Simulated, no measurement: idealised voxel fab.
Proc. module: voxel fin reveal
Xsec cut, 215 nm wide, square cell size 5 nm.
Reading order for cross-sections: top band down to bottom band. Underlying form: a grid of square cells. Band size: one or more rows of cells. Top, bottom (nm), then materials left to right with widths (nm); lone material tagged "all across" fills the whole band edge to edge; "air" = empty space. Zero point of the height axis is 0; under it, received wafer = one material. Lowest band: continues down indefinitely, "top 0, no bottom". It should be noted that a width expressed as "30->40" varies in equal increments from row to row of cells within the band, taking the value of the first number at the top row and that of the second number at the bottom row. Given "remained the same" for a step, no cell of the cross-section differs between before and after that step. If an empty space has no open way to the top and is at least 8 cells in size, "Sealed void list" lists it, written width x height at distance, where distance is measured from the left edge and every value is in nm. What comes after the settings on a step's line is commentary from the simulator itself on that step. Regarding "overlay nm": on a step with a mask, it is the distance the mask lay to the right of its planned place; a negative value places it to the left.

Listed below are the process steps as planned:
1 op RECEIVE | material Si
2 op CONFORMAL_DEP | material SiN | thk nm 5
3 op DIRECTIONAL_DEP | material aC | thk nm 15
4 op PATTERN | tone cover | mask id FINS | material resist | width nm 15 | pitch nm 40 | thk nm 35 | overlay nm 0
5 op DIRECTIONAL_ETCH | etch materials aC | depth nm 15
6 op STRIP | etch materials resist
7 op DIRECTIONAL_ETCH | etch materials SiN | depth nm 5
8 op DIRECTIONAL_ETCH | etch materials Si | depth nm 40
9 op STRIP | etch materials aC
10 op OXIDIZE | depth nm 5
11 op FILL_DEP | material SiO2 | thk nm 10
12 op CMP | height nm 5
13 op SELECTIVE_ETCH | etch materials SiO2 | depth nm 15
14 op STRIP | etch materials SiN
15 op CONFORMAL_DEP | material HfO2 | thk nm 5

On the first of the two wafers: run conducted according to plan:

Incoming wafer in cross-section (state: after step 1):
> top 0, no bottom = Si all across
> Sealed void list: none

Cross-section of the wafer subsequent to step 2:
> top 5, bottom 0 = SiN all across
> Below 0, the layers are the same as they were.

Cross-section of the wafer subsequent to step 3:
> top 20, bottom 5 = aC all across
> Below 5, the layers are the same as they were.

Cross-section of the wafer subsequent to step 4:
> top 55, bottom 20 = 60 air  15 resist  25 air  15 resist  25 air  15 resist  60 air
> Below 20, the layers are the same as they were.

Cross-section of the wafer subsequent to step 5:
> top 40, bottom 20 = 60 air  15 resist  25 air  15 resist  25 air  15 resist  60 air
> top 20, bottom 5 = 60 air  15 aC  25 air  15 aC  25 air  15 aC  60 air
> Below 5, the layers are the same as they were.

Cross-section of the wafer subsequent to step 6:
> top 20, bottom 5 = 60 air  15 aC  25 air  15 aC  25 air  15 aC  60 air
> Below 5, the layers are the same as they were.

Cross-section of the wafer subsequent to step 7:
> top 20, bottom 5 = 60 air  15 aC  25 air  15 aC  25 air  15 aC  60 air
> top 5, bottom 0 = 60 air  15 SiN  25 air  15 SiN  25 air  15 SiN  60 air
> Below 0, the layers are the same as they were.

Cross-section of the wafer subsequent to step 8:
> top 20, bottom 5 = 60 air  15 aC  25 air  15 aC  25 air  15 aC  60 air
> top 5, bottom 0 = 60 air  15 SiN  25 air  15 SiN  25 air  15 SiN  60 air
> top 0, bottom -40 = 60 air  15 Si  25 air  15 Si  25 air  15 Si  60 air
> Below -40, the layers are the same as they were.

Cross-section of the wafer subsequent to step 9:
> top 5, bottom 0 = 60 air  15 SiN  25 air  15 SiN  25 air  15 SiN  60 air
> Below 0, the layers are the same as they were.

Cross-section of the wafer subsequent to step 10:
> top 5, bottom 0 = 60 air  15 SiN  25 air  15 SiN  25 air  15 SiN  60 air
> top 0, bottom -40 = 60 air  5 SiO2  5 Si  5 SiO2  25 air  5 SiO2  5 Si  5 SiO2  25 air  5 SiO2  5 Si  5 SiO2  60 air
> top -40, bottom -45 = 65 SiO2  5 Si  35 SiO2  5 Si  35 SiO2  5 Si  65 SiO2
> Below -45, the layers are the same as they were.

Cross-section of the wafer subsequent to step 11:
> top 15, bottom 5 = SiO2 all across
> top 5, bottom 0 = 60 SiO2  15 SiN  25 SiO2  15 SiN  25 SiO2  15 SiN  60 SiO2
> top 0, bottom -45 = 65 SiO2  5 Si  35 SiO2  5 Si  35 SiO2  5 Si  65 SiO2
> Below -45, the layers are the same as they were.

Cross-section of the wafer subsequent to step 12:
> top 5, bottom 0 = 60 SiO2  15 SiN  25 SiO2  15 SiN  25 SiO2  15 SiN  60 SiO2
> Below 0, the layers are the same as they were.

Cross-section of the wafer subsequent to step 13:
> top 5, bottom 0 = 60 air  15 SiN  25 air  15 SiN  25 air  15 SiN  60 air
> top 0, bottom -10 = 65 air  5 Si  35 air  5 Si  35 air  5 Si  65 air
> Below -10, the layers are the same as they were.

Cross-section of the wafer subsequent to step 14:
> top 0, bottom -10 = 65 air  5 Si  35 air  5 Si  35 air  5 Si  65 air
> Below -10, the layers are the same as they were.

Cross-section of the wafer subsequent to step 15:
> top 5, bottom 0 = 60 air  15 HfO2  25 air  15 HfO2  25 air  15 HfO2  60 air
> top 0, bottom -5 = 60 air  5 HfO2  5 Si  5 HfO2  25 air  5 HfO2  5 Si  5 HfO2  25 air  5 HfO2  5 Si  5 HfO2  60 air
> top -5, bottom -10 = 65 HfO2  5 Si  35 HfO2  5 Si  35 HfO2  5 Si  65 HfO2
> Below -10, the layers are the same as they were.

The second wafer began exactly as the first did and followed the same plan, but one mistake was made while running it; through step 3 inclusive, the two wafers are identical:

Second wafer, cross-section, planned end of step 4:
> top 55, bottom 20 = 60 resist  15 air  25 resist  15 air  25 resist  15 air  60 resist
> Below 20, the layers are the same as they were.

Second wafer, cross-section, planned end of step 5:
> top 40, bottom 20 = 60 resist  15 air  25 resist  15 air  25 resist  15 air  60 resist
> top 20, bottom 5 = 60 aC  15 air  25 aC  15 air  25 aC  15 air  60 aC
> Below 5, the layers are the same as they were.

Second wafer, cross-section, planned end of step 6:
> top 20, bottom 5 = 60 aC  15 air  25 aC  15 air  25 aC  15 air  60 aC
> Below 5, the layers are the same as they were.

Second wafer, cross-section, planned end of step 7:
> top 20, bottom 5 = 60 aC  15 air  25 aC  15 air  25 aC  15 air  60 aC
> top 5, bottom 0 = 60 SiN  15 air  25 SiN  15 air  25 SiN  15 air  60 SiN
> Below 0, the layers are the same as they were.

Second wafer, cross-section, planned end of step 8:
> top 20, bottom 5 = 60 aC  15 air  25 aC  15 air  25 aC  15 air  60 aC
> top 5, bottom 0 = 60 SiN  15 air  25 SiN  15 air  25 SiN  15 air  60 SiN
> top 0, bottom -40 = 60 Si  15 air  25 Si  15 air  25 Si  15 air  60 Si
> Below -40, the layers are the same as they were.

Second wafer, cross-section, planned end of step 9:
> top 5, bottom 0 = 60 SiN  15 air  25 SiN  15 air  25 SiN  15 air  60 SiN
> Below 0, the layers are the same as they were.

Second wafer, cross-section, planned end of step 10:
> top 5, bottom 0 = 60 SiN  15 air  25 SiN  15 air  25 SiN  15 air  60 SiN
> top 0, bottom -40 = 55 Si  5 SiO2  15 air  5 SiO2  15 Si  5 SiO2  15 air  5 SiO2  15 Si  5 SiO2  15 air  5 SiO2  55 Si
> top -40, bottom -45 = 55 Si  25 SiO2  15 Si  25 SiO2  15 Si  25 SiO2  55 Si
> Below -45, the layers are the same as they were.

Second wafer, cross-section, planned end of step 11:
> top 15, bottom 5 = SiO2 all across
> top 5, bottom 0 = 60 SiN  15 SiO2  25 SiN  15 SiO2  25 SiN  15 SiO2  60 SiN
> top 0, bottom -45 = 55 Si  25 SiO2  15 Si  25 SiO2  15 Si  25 SiO2  55 Si
> Below -45, the layers are the same as they were.

Second wafer, cross-section, planned end of step 12:
> top 5, bottom 0 = 60 SiN  15 SiO2  25 SiN  15 SiO2  25 SiN  15 SiO2  60 SiN
> Below 0, the layers are the same as they were.

Second wafer, cross-section, planned end of step 13:
> top 5, bottom 0 = 60 SiN  15 air  25 SiN  15 air  25 SiN  15 air  60 SiN
> top 0, bottom -10 = 55 Si  25 air  15 Si  25 air  15 Si  25 air  55 Si
> Below -10, the layers are the same as they were.

Second wafer, cross-section, planned end of step 14:
> top 0, bottom -10 = 55 Si  25 air  15 Si  25 air  15 Si  25 air  55 Si
> Below -10, the layers are the same as they were.

Second wafer, cross-section, planned end of step 15:
> top 5, bottom 0 = 60 HfO2  15 air  25 HfO2  15 air  25 HfO2  15 air  60 HfO2
> top 0, bottom -5 = 55 Si  5 HfO2  15 air  5 HfO2  15 Si  5 HfO2  15 air  5 HfO2  15 Si  5 HfO2  15 air  5 HfO2  55 Si
> top -5, bottom -10 = 55 Si  25 HfO2  15 Si  25 HfO2  15 Si  25 HfO2  55 Si
> Below -10, the layers are the same as they were.
Which mistake was made when the wafer was run? step 4 was run on a setting that differed from the plan, and what really ran there is op PATTERN | tone open | mask id FINS | material resist | width nm 15 | pitch nm 40 | thk nm 35 | overlay nm 0
End check, counted in cells, second wafer has more or fewer of these materials than the first: Si: 225 more, SiO2: 175 fewer
